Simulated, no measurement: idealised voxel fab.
Documented hereafter: the process module known as voxel self aligned vias.
The cross-section on display is named cut; it measures 220 nm wide, and its cells are 5 nm squares.
Cross-section, as written here: a square-cell grid given band by band from the top down, where a band holds one or more rows of cells.
The band entry comprises the height of the band's top followed by the height of its bottom, expressed in nm, and subsequently the band's materials from left to right, each stated together with its width in nm. Where a single material is marked with the word "throughout", that material fills the band from edge to edge. The word "air" represents empty space.
It should be noted that heights are counted from 0, beneath which the wafer as supplied is of one material throughout, and that the lowest band possesses no lower boundary but continues downward, as written in "0 and below".
Per-row width for "30 to 40": begins at first number (top row of band), ends at second number (bottom row), increment between rows held constant.
What does "remained the same" mean for a step? It means no cell of the cross-section changed in that step.
"Sealed voids": empty spaces of 8 cells or more with no open way to the top, each given as width x height at distance, distance from the left edge, all in nm.
On a step's line, text after the settings is the simulator commenting on that step.
"overlay nm" on a masked step: distance the mask lay right of its planned place, negative for left.

BELOW IS THE LIST OF PLANNED PROCESS STEPS
| 1 | op RECEIVE | material Si |
| 2 | op CONFORMAL_DEP | material SiO2 | thk nm 10 |
| 3 | op CONFORMAL_DEP | material SiCN | thk nm 5 |
| 4 | op DIRECTIONAL_DEP | material SiO2 | thk nm 25 |
| 5 | op MASKED_ETCH | tone open | mask id LINES | width nm 30 | pitch nm 60 | etch materials SiO2 | depth nm 25 | overlay nm 0 |
| 6 | op CONFORMAL_DEP | material TiN | thk nm 5 |
| 7 | op FILL_DEP | material W | thk nm 10 |
| 8 | op CMP | height nm 40 |
| 9 | op SELECTIVE_ETCH | etch materials W Ru TiN | depth nm 10 |
| 10 | op FILL_DEP | material SiN | thk nm 5 |
| 11 | op CMP | height nm 40 |
| 12 | op DIRECTIONAL_DEP | material SiO2 | thk nm 20 |
| 13 | op DIRECTIONAL_DEP | material aC | thk nm 15 |
| 14 | op PATTERN | tone open | mask id VIAS | material resist | width nm 40 | pitch nm 120 | thk nm 30 | overlay nm 0 |
| 15 | op DIRECTIONAL_ETCH | etch materials aC | depth nm 15 |
| 16 | op STRIP | etch materials resist |
| 17 | op DIRECTIONAL_ETCH | etch materials SiO2 | depth nm 20 |
| 18 | op DIRECTIONAL_ETCH | etch materials SiN | depth nm 10 |
| 19 | op STRIP | etch materials aC |
| 20 | op CONFORMAL_DEP | material TiN | thk nm 5 |
| 21 | op FILL_DEP | material Cu | thk nm 5 |
| 22 | op CMP | height nm 50 |
| 23 | op CONFORMAL_DEP | material SiN | thk nm 5 |
Where the wafers of this document differ is in the height nm of step 22; they start out the same, and the plan states the value that applied to the first wafer.

THE FIRST OF SEVERAL WAFERS, AS RECEIVED AFTER STEP 1, SEEN IN SECTION
0 and below  Si throughout
Sealed voids: none

END OF THE MODULE, PAST ITS LAST STEP, STEP 23: HOW THE FIRST OF SEVERAL WAFERS LOOKS IN CROSS-SECTION
55 down to 50  SiN throughout
50 down to 40  SiO2 30, TiN 5 to 10, Cu 30 to 20, TiN 5 to 10, SiO2 80, TiN 5 to 10, Cu 30 to 20, TiN 5 to 10, SiO2 30
40 down to 35  SiO2 35, TiN 5, Cu 20, TiN 5, SiO2 30, SiN 30, SiO2 30, TiN 5, Cu 20, TiN 5, SiO2 35
35 down to 30  SiO2 35, TiN 30, SiO2 30, SiN 30, SiO2 30, TiN 30, SiO2 35
30 down to 20  SiO2 35, TiN 5, W 20, TiN 5, SiO2 30, TiN 5, W 20, TiN 5, SiO2 30, TiN 5, W 20, TiN 5, SiO2 35
20 down to 15  SiO2 35, TiN 30, SiO2 30, TiN 30, SiO2 30, TiN 30, SiO2 35
15 down to 10  SiCN throughout
10 down to 0  SiO2 throughout
0 and below  Si throughout
Sealed voids: none

A CROSS-SECTION THROUGH THE LAST WAFER AT THE CLOSE OF THE MODULE
75 down to 70  SiN throughout
70 down to 65  Cu throughout
65 down to 60  TiN 35, Cu 30, TiN 90, Cu 30, TiN 35
60 down to 45  SiO2 30, TiN 5, Cu 30, TiN 5, SiO2 80, TiN 5, Cu 30, TiN 5, SiO2 30
45 down to 40  SiO2 30, TiN 10, Cu 20, TiN 10, SiO2 80, TiN 10, Cu 20, TiN 10, SiO2 30
40 down to 35  SiO2 35, TiN 5, Cu 20, TiN 5, SiO2 30, SiN 30, SiO2 30, TiN 5, Cu 20, TiN 5, SiO2 35
35 down to 30  SiO2 35, TiN 30, SiO2 30, SiN 30, SiO2 30, TiN 30, SiO2 35
30 down to 20  SiO2 35, TiN 5, W 20, TiN 5, SiO2 30, TiN 5, W 20, TiN 5, SiO2 30, TiN 5, W 20, TiN 5, SiO2 35
20 down to 15  SiO2 35, TiN 30, SiO2 30, TiN 30, SiO2 30, TiN 30, SiO2 35
15 down to 10  SiCN throughout
10 down to 0  SiO2 throughout
0 and below  Si throughout
Sealed voids: none

SO IN THIS TABLE EVERY WAFER GETS ITS OWN ROW, AND WHAT YOU SEE IS WHERE IT STANDS AT THE END OF THE MODULE: FOR EACH MATERIAL, HOW MANY CELLS IT PICKED UP (+) OR GAVE UP (-) SINCE WE RECEIVED IT, AND AFTER THAT ITS CLOSED VOIDS
height nm 50 | +28 Cu | +44 SiCN | +56 SiN | +274 SiO2 | +58 TiN | +24 W | Sealed voids: none
height nm 55 | +40 Cu | +44 SiCN | +56 SiN | +302 SiO2 | +62 TiN | +24 W | Sealed voids: none
height nm 60 | +52 Cu | +44 SiCN | +56 SiN | +330 SiO2 | +66 TiN | +24 W | Sealed voids: none
height nm 65 | +64 Cu | +44 SiCN | +56 SiN | +330 SiO2 | +98 TiN | +24 W | Sealed voids: none
height nm 70 | +108 Cu | +44 SiCN | +56 SiN | +330 SiO2 | +98 TiN | +24 W | Sealed voids: none
